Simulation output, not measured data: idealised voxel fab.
voxel self aligned vias: a process module
Cross-section cut spans 300 nm and uses square cells 5 nm in size.
Just so we're on the same page, the cross-sections are grids of square cells, and they're listed out in bands top to bottom, each band one or more rows deep.
Per band: top height and bottom height in nm, followed by the left-to-right materials and their widths in nm; "all across" marks a single material spanning edge to edge, "empty" marks empty space.
Heights are reckoned from 0. Under this level, the received wafer is all of one material. The bottommost band is open-ended downward, for example "0..down".
Graded width ("30->40"): value in top row of band = first number; value in bottom row = second number; row-to-row change constant.
Step note "stayed the same" = no cross-section cell changed.
Any empty space of 8 cells or more lacking an open way to the top shows up in "Internal closed voids" as width x height at distance, distance from the left edge, in nm.
Heads up: the bit after the settings on a step's line is the simulator's remark on that step.
"overlay nm", when on a step's line for a step with a mask, measures how far to the right of its planned place the mask lay; a negative measure means to the left.
Pairs, read this way: before one process step on the one hand, after it on the other, the after cross-section ending at the lowest band that changed; the step between, settings included, beneath. Same starting wafer throughout, but possibly different runs of this module, so no pair continues from the pair above unless its entry headed "Pre-process" says so.

Pre-process:
- 0..down  Si all across
- Internal closed voids: none

Resultant Cross-Section:
- 15..0  SiO2 all across
- below 0: unchanged
- Internal closed voids: none
Can you name the step between the two cross-sections above? It is CONFORMAL_DEP, material SiO2, thk nm 15

Pre-process: just use the after drawing of the pair above as your starting point.

Resultant Cross-Section:
- 20..15  SiCN all across
- below 15: unchanged
- Internal closed voids: none
Can you name the step between the two cross-sections above? It is CONFORMAL_DEP, material SiCN, thk nm 5

Pre-process: just use the after drawing of the pair above as your starting point.

Resultant Cross-Section:
- 50..20  SiO2 all across
- below 20: unchanged
- Internal closed voids: none
Can you name the step between the two cross-sections above? It is DIRECTIONAL_DEP, material SiO2, thk nm 30

Pre-process: just use the after drawing of the pair above as your starting point.

Resultant Cross-Section:
- 50..20  SiO2=80, empty=30, SiO2=25, empty=30, SiO2=25, empty=30, SiO2=80
- below 20: unchanged
- Internal closed voids: none
Can you name the step between the two cross-sections above? It is MASKED_ETCH, tone open, mask id LINES, width nm 30, pitch nm 55, etch materials SiO2, depth nm 30, overlay nm 0

Pre-process: just use the after drawing of the pair above as your starting point.

Resultant Cross-Section:
- 55..50  TiN=85, empty=20, TiN=35, empty=20, TiN=35, empty=20, TiN=85
- 50..25  SiO2=80, TiN=5, empty=20, TiN=5, SiO2=25, TiN=5, empty=20, TiN=5, SiO2=25, TiN=5, empty=20, TiN=5, SiO2=80
- 25..20  SiO2=80, TiN=30, SiO2=25, TiN=30, SiO2=25, TiN=30, SiO2=80
- below 20: unchanged
- Internal closed voids: none
Can you name the step between the two cross-sections above? It is CONFORMAL_DEP, material TiN, thk nm 5

Pre-process: just use the after drawing of the pair above as your starting point.

Resultant Cross-Section:
- 65..55  Ru all across
- 55..50  TiN=85, Ru=20, TiN=35, Ru=20, TiN=35, Ru=20, TiN=85
- 50..25  SiO2=80, TiN=5, Ru=20, TiN=5, SiO2=25, TiN=5, Ru=20, TiN=5, SiO2=25, TiN=5, Ru=20, TiN=5, SiO2=80
- below 25: unchanged
- Internal closed voids: none
Can you name the step between the two cross-sections above? It is FILL_DEP, material Ru, thk nm 10

Pre-process: just use the after drawing of the pair above as your starting point.

Resultant Cross-Section:
- 50..25  SiO2=80, TiN=5, Ru=20, TiN=5, SiO2=25, TiN=5, Ru=20, TiN=5, SiO2=25, TiN=5, Ru=20, TiN=5, SiO2=80
- below 25: unchanged
- Internal closed voids: none
Can you name the step between the two cross-sections above? It is CMP, height nm 50

Pre-process: just use the after drawing of the pair above as your starting point.

Resultant Cross-Section:
- 50..40  SiO2=80, empty=30, SiO2=25, empty=30, SiO2=25, empty=30, SiO2=80
- below 40: unchanged
- Internal closed voids: none
Can you name the step between the two cross-sections above? It is SELECTIVE_ETCH, etch materials W Ru TiN, depth nm 10

Pre-process: just use the after drawing of the pair above as your starting point.

Resultant Cross-Section:
- 55..50  SiN all across
- 50..40  SiO2=80, SiN=30, SiO2=25, SiN=30, SiO2=25, SiN=30, SiO2=80
- below 40: unchanged
- Internal closed voids: none
Can you name the step between the two cross-sections above? It is FILL_DEP, material SiN, thk nm 5

Pre-process: just use the after drawing of the pair above as your starting point.

Resultant Cross-Section:
- 50..40  SiO2=80, SiN=30, SiO2=25, SiN=30, SiO2=25, SiN=30, SiO2=80
- below 40: unchanged
- Internal closed voids: none
Can you name the step between the two cross-sections above? It is CMP, height nm 50

Pre-process: just use the after drawing of the pair above as your starting point.

Resultant Cross-Section:
- 65..50  SiO2 all across
- below 50: unchanged
- Internal closed voids: none
Can you name the step between the two cross-sections above? It is DIRECTIONAL_DEP, material SiO2, thk nm 15

Pre-process: just use the after drawing of the pair above as your starting point.

Resultant Cross-Section:
- 85..65  resist=75, empty=40, resist=70, empty=40, resist=75
- below 65: unchanged
- Internal closed voids: none
Can you name the step between the two cross-sections above? It is PATTERN, tone open, mask id VIAS, material resist, width nm 40, pitch nm 110, thk nm 20, overlay nm 0

Pre-process: just use the after drawing of the pair above as your starting point.

Resultant Cross-Section:
- 85..65  resist=75, empty=40, resist=70, empty=40, resist=75
- 65..50  SiO2=75, empty=40, SiO2=70, empty=40, SiO2=75
- below 50: unchanged
- Internal closed voids: none
Can you name the step between the two cross-sections above? It is DIRECTIONAL_ETCH, etch materials SiO2, depth nm 15

Pre-process: just use the after drawing of the pair above as your starting point.

Resultant Cross-Section:
- 85..65  resist=75, empty=40, resist=70, empty=40, resist=75
- 65..50  SiO2=75, empty=40, SiO2=70, empty=40, SiO2=75
- 50..40  SiO2=80, empty=30, SiO2=25, SiN=30, SiO2=25, empty=30, SiO2=80
- below 40: unchanged
- Internal closed voids: none
Can you name the step between the two cross-sections above? It is DIRECTIONAL_ETCH, etch materials SiN, depth nm 10

Pre-process: just use the after drawing of the pair above as your starting point.

Resultant Cross-Section:
- 65..50  SiO2=75, empty=40, SiO2=70, empty=40, SiO2=75
- below 50: unchanged
- Internal closed voids: none
Can you name the step between the two cross-sections above? It is STRIP, etch materials resist

Pre-process: just use the after drawing of the pair above as your starting point.

Resultant Cross-Section:
- 70..65  TiN=80, empty=30, TiN=80, empty=30, TiN=80
- 65..55  SiO2=75, TiN=5, empty=30, TiN=5, SiO2=70, TiN=5, empty=30, TiN=5, SiO2=75
- 55..50  SiO2=75, TiN=10, empty=20, TiN=10, SiO2=70, TiN=10, empty=20, TiN=10, SiO2=75
- 50..45  SiO2=80, TiN=5, empty=20, TiN=5, SiO2=25, SiN=30, SiO2=25, TiN=5, empty=20, TiN=5, SiO2=80
- 45..40  SiO2=80, TiN=30, SiO2=25, SiN=30, SiO2=25, TiN=30, SiO2=80
- below 40: unchanged
- Internal closed voids: none
Can you name the step between the two cross-sections above? It is CONFORMAL_DEP, material TiN, thk nm 5

Pre-process: just use the after drawing of the pair above as your starting point.

Resultant Cross-Section:
- 75..70  Cu all across
- 70..65  TiN=80, Cu=30, TiN=80, Cu=30, TiN=80
- 65..55  SiO2=75, TiN=5, Cu=30, TiN=5, SiO2=70, TiN=5, Cu=30, TiN=5, SiO2=75
- 55..50  SiO2=75, TiN=10, Cu=20, TiN=10, SiO2=70, TiN=10, Cu=20, TiN=10, SiO2=75
- 50..45  SiO2=80, TiN=5, Cu=20, TiN=5, SiO2=25, SiN=30, SiO2=25, TiN=5, Cu=20, TiN=5, SiO2=80
- below 45: unchanged
- Internal closed voids: none
Can you name the step between the two cross-sections above? It is FILL_DEP, material Cu, thk nm 5

Pre-process: just use the after drawing of the pair above as your starting point.

Resultant Cross-Section:
- 65..55  SiO2=75, TiN=5, Cu=30, TiN=5, SiO2=70, TiN=5, Cu=30, TiN=5, SiO2=75
- below 55: unchanged
- Internal closed voids: none
Can you name the step between the two cross-sections above? It is CMP, height nm 65

Pre-process: just use the after drawing of the pair above as your starting point.

Resultant Cross-Section:
- 70..65  SiN all across
- below 65: unchanged
- Internal closed voids: none
Can you name the step between the two cross-sections above? It is CONFORMAL_DEP, material SiN, thk nm 5

Pre-process:
- 15..0  SiO2 all across
- 0..down  Si all across
- Internal closed voids: none

Resultant Cross-Section:
- 45..0  SiO2 all across
- below 0: unchanged
- Internal closed voids: none
Can you name the step between the two cross-sections above? It is DIRECTIONAL_DEP, material SiO2, thk nm 30

Pre-process: just use the after drawing of the pair above as your starting point.

Resultant Cross-Section:
- 45..15  SiO2=80, empty=30, SiO2=25, empty=30, SiO2=25, empty=30, SiO2=80
- below 15: unchanged
- Internal closed voids: none
Can you name the step between the two cross-sections above? It is MASKED_ETCH, tone open, mask id LINES, width nm 30, pitch nm 55, etch materials SiO2, depth nm 30, overlay nm 0

Pre-process: just use the after drawing of the pair above as your starting point.

Resultant Cross-Section:
- 50..45  TiN=85, empty=20, TiN=35, empty=20, TiN=35, empty=20, TiN=85
- 45..20  SiO2=80, TiN=5, empty=20, TiN=5, SiO2=25, TiN=5, empty=20, TiN=5, SiO2=25, TiN=5, empty=20, TiN=5, SiO2=80
- 20..15  SiO2=80, TiN=30, SiO2=25, TiN=30, SiO2=25, TiN=30, SiO2=80
- below 15: unchanged
- Internal closed voids: none
Can you name the step between the two cross-sections above? It is CONFORMAL_DEP, material TiN, thk nm 5

Pre-process: just use the after drawing of the pair above as your starting point.

Resultant Cross-Section:
- 60..50  Ru all across
- 50..45  TiN=85, Ru=20, TiN=35, Ru=20, TiN=35, Ru=20, TiN=85
- 45..20  SiO2=80, TiN=5, Ru=20, TiN=5, SiO2=25, TiN=5, Ru=20, TiN=5, SiO2=25, TiN=5, Ru=20, TiN=5, SiO2=80
- below 20: unchanged
- Internal closed voids: none
Can you name the step between the two cross-sections above? It is FILL_DEP, material Ru, thk nm 10

Pre-process: just use the after drawing of the pair above as your starting point.

Resultant Cross-Section:
- 50..45  TiN=85, Ru=20, TiN=35, Ru=20, TiN=35, Ru=20, TiN=85
- below 45: unchanged
- Internal closed voids: none
Can you name the step between the two cross-sections above? It is CMP, height nm 50

Pre-process: just use the after drawing of the pair above as your starting point.

Resultant Cross-Section:
- 45..40  SiO2=80, empty=30, SiO2=25, empty=30, SiO2=25, empty=30, SiO2=80
- below 40: unchanged
- Internal closed voids: none
Can you name the step between the two cross-sections above? It is SELECTIVE_ETCH, etch materials W Ru TiN, depth nm 10

Pre-process: just use the after drawing of the pair above as your starting point.

Resultant Cross-Section:
- 50..45  SiN all across
- 45..40  SiO2=80, SiN=30, SiO2=25, SiN=30, SiO2=25, SiN=30, SiO2=80
- below 40: unchanged
- Internal closed voids: none
Can you name the step between the two cross-sections above? It is FILL_DEP, material SiN, thk nm 5

Pre-process: just use the after drawing of the pair above as your starting point.

Resultant Cross-Section:
- 65..50  SiO2 all across
- below 50: unchanged
- Internal closed voids: none
Can you name the step between the two cross-sections above? It is DIRECTIONAL_DEP, material SiO2, thk nm 15

Pre-process: just use the after drawing of the pair above as your starting point.

Resultant Cross-Section:
- 85..65  resist=75, empty=40, resist=70, empty=40, resist=75
- below 65: unchanged
- Internal closed voids: none
Can you name the step between the two cross-sections above? It is PATTERN, tone open, mask id VIAS, material resist, width nm 40, pitch nm 110, thk nm 20, overlay nm 0

Pre-process: just use the after drawing of the pair above as your starting point.

Resultant Cross-Section:
- 85..65  resist=75, empty=40, resist=70, empty=40, resist=75
- 65..50  SiO2=75, empty=40, SiO2=70, empty=40, SiO2=75
- below 50: unchanged
- Internal closed voids: none
Can you name the step between the two cross-sections above? It is DIRECTIONAL_ETCH, etch materials SiO2, depth nm 15

Pre-process: just use the after drawing of the pair above as your starting point.

Resultant Cross-Section:
- 85..65  resist=75, empty=40, resist=70, empty=40, resist=75
- 65..50  SiO2=75, empty=40, SiO2=70, empty=40, SiO2=75
- 50..45  SiN=75, empty=40, SiN=70, empty=40, SiN=75
- 45..40  SiO2=80, empty=30, SiO2=25, SiN=30, SiO2=25, empty=30, SiO2=80
- below 40: unchanged
- Internal closed voids: none
Can you name the step between the two cross-sections above? It is DIRECTIONAL_ETCH, etch materials SiN, depth nm 10

Pre-process: just use the after drawing of the pair above as your starting point.

Resultant Cross-Section:
- 65..50  SiO2=75, empty=40, SiO2=70, empty=40, SiO2=75
- below 50: unchanged
- Internal closed voids: none
Can you name the step between the two cross-sections above? It is STRIP, etch materials resist

Pre-process: just use the after drawing of the pair above as your starting point.

Resultant Cross-Section:
- 70..65  TiN=80, empty=30, TiN=80, empty=30, TiN=80
- 65..50  SiO2=75, TiN=5, empty=30, TiN=5, SiO2=70, TiN=5, empty=30, TiN=5, SiO2=75
- 50..45  SiN=75, TiN=10, empty=20, TiN=10, SiN=70, TiN=10, empty=20, TiN=10, SiN=75
- 45..40  SiO2=80, TiN=30, SiO2=25, SiN=30, SiO2=25, TiN=30, SiO2=80
- below 40: unchanged
- Internal closed voids: none
Can you name the step between the two cross-sections above? It is CONFORMAL_DEP, material TiN, thk nm 5

Pre-process: just use the after drawing of the pair above as your starting point.

Resultant Cross-Section:
- 75..70  Cu all across
- 70..65  TiN=80, Cu=30, TiN=80, Cu=30, TiN=80
- 65..50  SiO2=75, TiN=5, Cu=30, TiN=5, SiO2=70, TiN=5, Cu=30, TiN=5, SiO2=75
- 50..45  SiN=75, TiN=10, Cu=20, TiN=10, SiN=70, TiN=10, Cu=20, TiN=10, SiN=75
- below 45: unchanged
- Internal closed voids: none
Can you name the step between the two cross-sections above? It is FILL_DEP, material Cu, thk nm 5

Pre-process: just use the after drawing of the pair above as your starting point.

Resultant Cross-Section:
- 65..50  SiO2=75, TiN=5, Cu=30, TiN=5, SiO2=70, TiN=5, Cu=30, TiN=5, SiO2=75
- below 50: unchanged
- Internal closed voids: none
Can you name the step between the two cross-sections above? It is CMP, height nm 65

Pre-process: just use the after drawing of the pair above as your starting point.

Resultant Cross-Section:
- 70..65  SiN all across
- below 65: unchanged
- Internal closed voids: none
Can you name the step between the two cross-sections above? It is CONFORMAL_DEP, material SiN, thk nm 5

Pre-process:
- 15..0  SiO2 all across
- 0..down  Si all across
- Internal closed voids: none

Resultant Cross-Section:
- 30..0  SiO2 all across
- below 0: unchanged
- Internal closed voids: none
Can you name the step between the two cross-sections above? It is CONFORMAL_DEP, material SiO2, thk nm 15

Pre-process: just use the after drawing of the pair above as your starting point.

Resultant Cross-Section:
- 35..30  SiCN all across
- below 30: unchanged
- Internal closed voids: none
Can you name the step between the two cross-sections above? It is CONFORMAL_DEP, material SiCN, thk nm 5

Pre-process: just use the after drawing of the pair above as your starting point.

Resultant Cross-Section:
- 65..35  SiO2 all across
- below 35: unchanged
- Internal closed voids: none
Can you name the step between the two cross-sections above? It is DIRECTIONAL_DEP, material SiO2, thk nm 30

Pre-process: just use the after drawing of the pair above as your starting point.

Resultant Cross-Section:
- 65..35  SiO2=80, empty=30, SiO2=25, empty=30, SiO2=25, empty=30, SiO2=80
- below 35: unchanged
- Internal closed voids: none
Can you name the step between the two cross-sections above? It is MASKED_ETCH, tone open, mask id LINES, width nm 30, pitch nm 55, etch materials SiO2, depth nm 30, overlay nm 0

Pre-process: just use the after drawing of the pair above as your starting point.

Resultant Cross-Section:
- 70..65  TiN=85, empty=20, TiN=35, empty=20, TiN=35, empty=20, TiN=85
- 65..40  SiO2=80, TiN=5, empty=20, TiN=5, SiO2=25, TiN=5, empty=20, TiN=5, SiO2=25, TiN=5, empty=20, TiN=5, SiO2=80
- 40..35  SiO2=80, TiN=30, SiO2=25, TiN=30, SiO2=25, TiN=30, SiO2=80
- below 35: unchanged
- Internal closed voids: none
Can you name the step between the two cross-sections above? It is CONFORMAL_DEP, material TiN, thk nm 5

Pre-process: just use the after drawing of the pair above as your starting point.

Resultant Cross-Section:
- 80..70  Ru all across
- 70..65  TiN=85, Ru=20, TiN=35, Ru=20, TiN=35, Ru=20, TiN=85
- 65..40  SiO2=80, TiN=5, Ru=20, TiN=5, SiO2=25, TiN=5, Ru=20, TiN=5, SiO2=25, TiN=5, Ru=20, TiN=5, SiO2=80
- below 40: unchanged
- Internal closed voids: none
Can you name the step between the two cross-sections above? It is FILL_DEP, material Ru, thk nm 10

Pre-process: just use the after drawing of the pair above as your starting point.

Resultant Cross-Section:
- 50..40  SiO2=80, TiN=5, Ru=20, TiN=5, SiO2=25, TiN=5, Ru=20, TiN=5, SiO2=25, TiN=5, Ru=20, TiN=5, SiO2=80
- below 40: unchanged
- Internal closed voids: none
Can you name the step between the two cross-sections above? It is CMP, height nm 50

Pre-process: just use the after drawing of the pair above as your starting point.

Resultant Cross-Section:
- 50..40  SiO2=80, empty=30, SiO2=25, empty=30, SiO2=25, empty=30, SiO2=80
- below 40: unchanged
- Internal closed voids: none
Can you name the step between the two cross-sections above? It is SELECTIVE_ETCH, etch materials W Ru TiN, depth nm 10

Pre-process: just use the after drawing of the pair above as your starting point.

Resultant Cross-Section:
- 55..50  SiN all across
- 50..40  SiO2=80, SiN=30, SiO2=25, SiN=30, SiO2=25, SiN=30, SiO2=80
- below 40: unchanged
- Internal closed voids: none
Can you name the step between the two cross-sections above? It is FILL_DEP, material SiN, thk nm 5

Pre-process: just use the after drawing of the pair above as your starting point.

Resultant Cross-Section:
- 50..40  SiO2=80, SiN=30, SiO2=25, SiN=30, SiO2=25, SiN=30, SiO2=80
- below 40: unchanged
- Internal closed voids: none
Can you name the step between the two cross-sections above? It is CMP, height nm 50

Pre-process: just use the after drawing of the pair above as your starting point.

Resultant Cross-Section:
- 65..50  SiO2 all across
- below 50: unchanged
- Internal closed voids: none
Can you name the step between the two cross-sections above? It is DIRECTIONAL_DEP, material SiO2, thk nm 15

Pre-process: just use the after drawing of the pair above as your starting point.

Resultant Cross-Section:
- 85..65  resist=75, empty=40, resist=70, empty=40, resist=75
- below 65: unchanged
- Internal closed voids: none
Can you name the step between the two cross-sections above? It is PATTERN, tone open, mask id VIAS, material resist, width nm 40, pitch nm 110, thk nm 20, overlay nm 0

Pre-process: just use the after drawing of the pair above as your starting point.

Resultant Cross-Section:
- 85..65  resist=75, empty=40, resist=70, empty=40, resist=75
- 65..50  SiO2=75, empty=40, SiO2=70, empty=40, SiO2=75
- below 50: unchanged
- Internal closed voids: none
Can you name the step between the two cross-sections above? It is DIRECTIONAL_ETCH, etch materials SiO2, depth nm 15

Pre-process: just use the after drawing of the pair above as your starting point.

Resultant Cross-Section:
- 85..65  resist=75, empty=40, resist=70, empty=40, resist=75
- 65..50  SiO2=75, empty=40, SiO2=70, empty=40, SiO2=75
- 50..40  SiO2=80, empty=30, SiO2=25, SiN=30, SiO2=25, empty=30, SiO2=80
- below 40: unchanged
- Internal closed voids: none
Can you name the step between the two cross-sections above? It is DIRECTIONAL_ETCH, etch materials SiN, depth nm 10

Pre-process: just use the after drawing of the pair above as your starting point.

Resultant Cross-Section:
- 65..50  SiO2=75, empty=40, SiO2=70, empty=40, SiO2=75
- below 50: unchanged
- Internal closed voids: none
Can you name the step between the two cross-sections above? It is STRIP, etch materials resist

Pre-process: just use the after drawing of the pair above as your starting point.

Resultant Cross-Section:
- 70..65  TiN=80, empty=30, TiN=80, empty=30, TiN=80
- 65..55  SiO2=75, TiN=5, empty=30, TiN=5, SiO2=70, TiN=5, empty=30, TiN=5, SiO2=75
- 55..50  SiO2=75, TiN=10, empty=20, TiN=10, SiO2=70, TiN=10, empty=20, TiN=10, SiO2=75
- 50..45  SiO2=80, TiN=5, empty=20, TiN=5, SiO2=25, SiN=30, SiO2=25, TiN=5, empty=20, TiN=5, SiO2=80
- 45..40  SiO2=80, TiN=30, SiO2=25, SiN=30, SiO2=25, TiN=30, SiO2=80
- below 40: unchanged
- Internal closed voids: none
Can you name the step between the two cross-sections above? It is CONFORMAL_DEP, material TiN, thk nm 5

Pre-process: just use the after drawing of the pair above as your starting point.

Resultant Cross-Section:
- 75..70  Cu all across
- 70..65  TiN=80, Cu=30, TiN=80, Cu=30, TiN=80
- 65..55  SiO2=75, TiN=5, Cu=30, TiN=5, SiO2=70, TiN=5, Cu=30, TiN=5, SiO2=75
- 55..50  SiO2=75, TiN=10, Cu=20, TiN=10, SiO2=70, TiN=10, Cu=20, TiN=10, SiO2=75
- 50..45  SiO2=80, TiN=5, Cu=20, TiN=5, SiO2=25, SiN=30, SiO2=25, TiN=5, Cu=20, TiN=5, SiO2=80
- below 45: unchanged
- Internal closed voids: none
Can you name the step between the two cross-sections above? It is FILL_DEP, material Cu, thk nm 5

Pre-process: just use the after drawing of the pair above as your starting point.

Resultant Cross-Section:
- 65..55  SiO2=75, TiN=5, Cu=30, TiN=5, SiO2=70, TiN=5, Cu=30, TiN=5, SiO2=75
- below 55: unchanged
- Internal closed voids: none
Can you name the step between the two cross-sections above? It is CMP, height nm 65

Pre-process: just use the after drawing of the pair above as your starting point.

Resultant Cross-Section:
- 70..65  SiN all across
- below 65: unchanged
- Internal closed voids: none
Can you name the step between the two cross-sections above? It is CONFORMAL_DEP, material SiN, thk nm 5

Pre-process:
- 45..0  SiO2 all across
- 0..down  Si all across
- Internal closed voids: none

Resultant Cross-Section:
- 50..45  SiCN all across
- below 45: unchanged
- Internal closed voids: none
Can you name the step between the two cross-sections above? It is CONFORMAL_DEP, material SiCN, thk nm 5

Pre-process: just use the after drawing of the pair above as your starting point.

Resultant Cross-Section:
- 55..50  TiN all across
- below 50: unchanged
- Internal closed voids: none
Can you name the step between the two cross-sections above? It is CONFORMAL_DEP, material TiN, thk nm 5

Pre-process: just use the after drawing of the pair above as your starting point.

Resultant Cross-Section:
- 65..55  Ru all across
- below 55: unchanged
- Internal closed voids: none
Can you name the step between the two cross-sections above? It is FILL_DEP, material Ru, thk nm 10

Pre-process: just use the after drawing of the pair above as your starting point.

Resultant Cross-Section:
- 50..45  SiCN all across
- below 45: unchanged
- Internal closed voids: none
Can you name the step between the two cross-sections above? It is CMP, height nm 50

Pre-process: just use the after drawing of the pair above as your starting point.

Resultant Cross-Section:
- 55..50  SiN all across
- below 50: unchanged
- Internal closed voids: none
Can you name the step between the two cross-sections above? It is FILL_DEP, material SiN, thk nm 5

Pre-process: just use the after drawing of the pair above as your starting point.

Resultant Cross-Section:
- 50..45  SiCN all across
- below 45: unchanged
- Internal closed voids: none
Can you name the step between the two cross-sections above? It is CMP, height nm 50

Pre-process: just use the after drawing of the pair above as your starting point.

Resultant Cross-Section:
- 65..50  SiO2 all across
- below 50: unchanged
- Internal closed voids: none
Can you name the step between the two cross-sections above? It is DIRECTIONAL_DEP, material SiO2, thk nm 15

Pre-process: just use the after drawing of the pair above as your starting point.

Resultant Cross-Section:
- 85..65  resist=75, empty=40, resist=70, empty=40, resist=75
- below 65: unchanged
- Internal closed voids: none
Can you name the step between the two cross-sections above? It is PATTERN, tone open, mask id VIAS, material resist, width nm 40, pitch nm 110, thk nm 20, overlay nm 0

Pre-process: just use the after drawing of the pair above as your starting point.

Resultant Cross-Section:
- 85..65  resist=75, empty=40, resist=70, empty=40, resist=75
- 65..50  SiO2=75, empty=40, SiO2=70, empty=40, SiO2=75
- below 50: unchanged
- Internal closed voids: none
Can you name the step between the two cross-sections above? It is DIRECTIONAL_ETCH, etch materials SiO2, depth nm 15

Pre-process: just use the after drawing of the pair above as your starting point.

Resultant Cross-Section:
- 65..50  SiO2=75, empty=40, SiO2=70, empty=40, SiO2=75
- below 50: unchanged
- Internal closed voids: none
Can you name the step between the two cross-sections above? It is STRIP, etch materials resist

Pre-process: just use the after drawing of the pair above as your starting point.

Resultant Cross-Section:
- 70..65  TiN=80, empty=30, TiN=80, empty=30, TiN=80
- 65..55  SiO2=75, TiN=5, empty=30, TiN=5, SiO2=70, TiN=5, empty=30, TiN=5, SiO2=75
- 55..50  SiO2=75, TiN=40, SiO2=70, TiN=40, SiO2=75
- below 50: unchanged
- Internal closed voids: none
Can you name the step between the two cross-sections above? It is CONFORMAL_DEP, material TiN, thk nm 5

Pre-process: just use the after drawing of the pair above as your starting point.

Resultant Cross-Section:
- 75..70  Cu all across
- 70..65  TiN=80, Cu=30, TiN=80, Cu=30, TiN=80
- 65..55  SiO2=75, TiN=5, Cu=30, TiN=5, SiO2=70, TiN=5, Cu=30, TiN=5, SiO2=75
- below 55: unchanged
- Internal closed voids: none
Can you name the step between the two cross-sections above? It is FILL_DEP, material Cu, thk nm 5

Pre-process: just use the after drawing of the pair above as your starting point.

Resultant Cross-Section:
- 65..55  SiO2=75, TiN=5, Cu=30, TiN=5, SiO2=70, TiN=5, Cu=30, TiN=5, SiO2=75
- below 55: unchanged
- Internal closed voids: none
Can you name the step between the two cross-sections above? It is CMP, height nm 65

Pre-process: just use the after drawing of the pair above as your starting point.

Resultant Cross-Section:
- 70..65  SiN all across
- below 65: unchanged
- Internal closed voids: none
Can you name the step between the two cross-sections above? It is CONFORMAL_DEP, material SiN, thk nm 5

Pre-process:
- 65..55  Ru all across
- 55..50  TiN=85, Ru=20, TiN=35, Ru=20, TiN=35, Ru=20, TiN=85
- 50..25  SiO2=80, TiN=5, Ru=20, TiN=5, SiO2=25, TiN=5, Ru=20, TiN=5, SiO2=25, TiN=5, Ru=20, TiN=5, SiO2=80
- 25..20  SiO2=80, TiN=30, SiO2=25, TiN=30, SiO2=25, TiN=30, SiO2=80
- 20..15  SiCN all across
- 15..0  SiO2 all across
- 0..down  Si all across
- Internal closed voids: none

Resultant Cross-Section:
- 45..25  SiO2=80, TiN=5, Ru=20, TiN=5, SiO2=25, TiN=5, Ru=20, TiN=5, SiO2=25, TiN=5, Ru=20, TiN=5, SiO2=80
- below 25: unchanged
- Internal closed voids: none
Can you name the step between the two cross-sections above? It is CMP, height nm 45

Pre-process: just use the after drawing of the pair above as your starting point.

Resultant Cross-Section:
- 45..35  SiO2=80, empty=30, SiO2=25, empty=30, SiO2=25, empty=30, SiO2=80
- below 35: unchanged
- Internal closed voids: none
Can you name the step between the two cross-sections above? It is SELECTIVE_ETCH, etch materials W Ru TiN, depth nm 10

Pre-process: just use the after drawing of the pair above as your starting point.

Resultant Cross-Section:
- 50..45  SiN all across
- 45..35  SiO2=80, SiN=30, SiO2=25, SiN=30, SiO2=25, SiN=30, SiO2=80
- below 35: unchanged
- Internal closed voids: none
Can you name the step between the two cross-sections above? It is FILL_DEP, material SiN, thk nm 5

Pre-process: just use the after drawing of the pair above as your starting point.

Resultant Cross-Section:
- 65..50  SiO2 all across
- below 50: unchanged
- Internal closed voids: none
Can you name the step between the two cross-sections above? It is DIRECTIONAL_DEP, material SiO2, thk nm 15

Pre-process: just use the after drawing of the pair above as your starting point.

Resultant Cross-Section:
- 85..65  resist=75, empty=40, resist=70, empty=40, resist=75
- below 65: unchanged
- Internal closed voids: none
Can you name the step between the two cross-sections above? It is PATTERN, tone open, mask id VIAS, material resist, width nm 40, pitch nm 110, thk nm 20, overlay nm 0

Pre-process: just use the after drawing of the pair above as your starting point.

Resultant Cross-Section:
- 85..65  resist=75, empty=40, resist=70, empty=40, resist=75
- 65..50  SiO2=75, empty=40, SiO2=70, empty=40, SiO2=75
- below 50: unchanged
- Internal closed voids: none
Can you name the step between the two cross-sections above? It is DIRECTIONAL_ETCH, etch materials SiO2, depth nm 15

Pre-process: just use the after drawing of the pair above as your starting point.

Resultant Cross-Section:
- 85..65  resist=75, empty=40, resist=70, empty=40, resist=75
- 65..50  SiO2=75, empty=40, SiO2=70, empty=40, SiO2=75
- 50..45  SiN=75, empty=40, SiN=70, empty=40, SiN=75
- 45..40  SiO2=80, empty=30, SiO2=25, SiN=30, SiO2=25, empty=30, SiO2=80
- below 40: unchanged
- Internal closed voids: none
Can you name the step between the two cross-sections above? It is DIRECTIONAL_ETCH, etch materials SiN, depth nm 10

Pre-process: just use the after drawing of the pair above as your starting point.

Resultant Cross-Section:
- 65..50  SiO2=75, empty=40, SiO2=70, empty=40, SiO2=75
- below 50: unchanged
- Internal closed voids: none
Can you name the step between the two cross-sections above? It is STRIP, etch materials resist

Pre-process: just use the after drawing of the pair above as your starting point.

Resultant Cross-Section:
- 70..65  TiN=80, empty=30, TiN=80, empty=30, TiN=80
- 65..50  SiO2=75, TiN=5, empty=30, TiN=5, SiO2=70, TiN=5, empty=30, TiN=5, SiO2=75
- 50..45  SiN=75, TiN=10, empty=20, TiN=10, SiN=70, TiN=10, empty=20, TiN=10, SiN=75
- 45..40  SiO2=80, TiN=30, SiO2=25, SiN=30, SiO2=25, TiN=30, SiO2=80
- below 40: unchanged
- Internal closed voids: none
Can you name the step between the two cross-sections above? It is CONFORMAL_DEP, material TiN, thk nm 5

Pre-process: just use the after drawing of the pair above as your starting point.

Resultant Cross-Section:
- 75..70  Cu all across
- 70..65  TiN=80, Cu=30, TiN=80, Cu=30, TiN=80
- 65..50  SiO2=75, TiN=5, Cu=30, TiN=5, SiO2=70, TiN=5, Cu=30, TiN=5, SiO2=75
- 50..45  SiN=75, TiN=10, Cu=20, TiN=10, SiN=70, TiN=10, Cu=20, TiN=10, SiN=75
- below 45: unchanged
- Internal closed voids: none
Can you name the step between the two cross-sections above? It is FILL_DEP, material Cu, thk nm 5

Pre-process: just use the after drawing of the pair above as your starting point.

Resultant Cross-Section:
- 65..50  SiO2=75, TiN=5, Cu=30, TiN=5, SiO2=70, TiN=5, Cu=30, TiN=5, SiO2=75
- below 50: unchanged
- Internal closed voids: none
Can you name the step between the two cross-sections above? It is CMP, height nm 65

Pre-process: just use the after drawing of the pair above as your starting point.

Resultant Cross-Section:
- 70..65  SiN all across
- below 65: unchanged
- Internal closed voids: none
Can you name the step between the two cross-sections above? It is CONFORMAL_DEP, material SiN, thk nm 5

Pre-process:
- 50..20  SiO2 all across
- 20..15  SiCN all across
- 15..0  SiO2 all across
- 0..down  Si all across
- Internal closed voids: none

Resultant Cross-Section:
- 50..20  SiO2=80, empty=35, SiO2=20, empty=35, SiO2=20, empty=35, SiO2=75
- below 20: unchanged
- Internal closed voids: none
Can you name the step between the two cross-sections above? It is MASKED_ETCH, tone open, mask id LINES, width nm 35, pitch nm 55, etch materials SiO2, depth nm 30, overlay nm 0
